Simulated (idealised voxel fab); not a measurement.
process module | voxel spacer lines
cross-section cut | 180 nm wide | cells 5 nm
A cross-section is a grid of square cells, given in bands from the top down. A band is one or more rows of cells.
Each band's line starts with the height of the band's top and of its bottom, in nm. Then come its materials from left to right, each with its width in nm. One material with "throughout" fills the band from edge to edge. "air" is empty space.
Height 0 is the level under which the wafer as received is all one material. The lowest band goes on downwards, as in "0 down".
A width such as "30 to 40" changes by the same amount from each row of cells to the next, from the band's top row to its bottom row.
"no change" after a step means that no cell of the cross-section changed.
closed voids: empty space of 8 cells or more with no open way to the top, each as width x height at its distance from the left edge, in nm
after a step's settings: what the simulator itself notes on the step
overlay nm, on a step with a mask: how far to the right of its planned place the mask lay; to the left if negative
plan
1 op RECEIVE | material Si
2 op CONFORMAL_DEP | material Al2O3 | thk nm 5
3 op DIRECTIONAL_DEP | material polySi | thk nm 15
4 op DIRECTIONAL_DEP | material aC | thk nm 20
5 op PATTERN | tone cover | mask id MANDREL | material resist | width nm 20 | pitch nm 60 | thk nm 25 | overlay nm 0
6 op DIRECTIONAL_ETCH | etch materials aC | depth nm 20
7 op STRIP | etch materials resist
8 op CONFORMAL_DEP | material SiO2 | thk nm 10
9 op DIRECTIONAL_ETCH | etch materials SiO2 | depth nm 10
10 op STRIP | etch materials aC
11 op DIRECTIONAL_ETCH | etch materials polySi | depth nm 15
12 op STRIP | etch materials SiO2
as received, after step 1
  0 down: Si throughout
  closed voids: none
first wafer at the end, as planned
  20 to 5: air 40 | polySi 10 | air 20 | polySi 10 | air 20 | polySi 10 | air 20 | polySi 10 | air 40
  5 to 0: Al2O3 throughout
  0 down: Si throughout
  closed voids: none
second wafer at the end: like start, like plan, one mistake
  20 to 5: air 50 | polySi 20 | air 40 | polySi 20 | air 50
  5 to 0: Al2O3 throughout
  0 down: Si throughout
  closed voids: none
what went wrong: step 5 ran as: op PATTERN | tone open | mask id MANDREL | material resist | width nm 20 | pitch nm 60 | thk nm 25 | overlay nm 0
at the end the second wafer has, in cells: as many of each material as the first, in other places
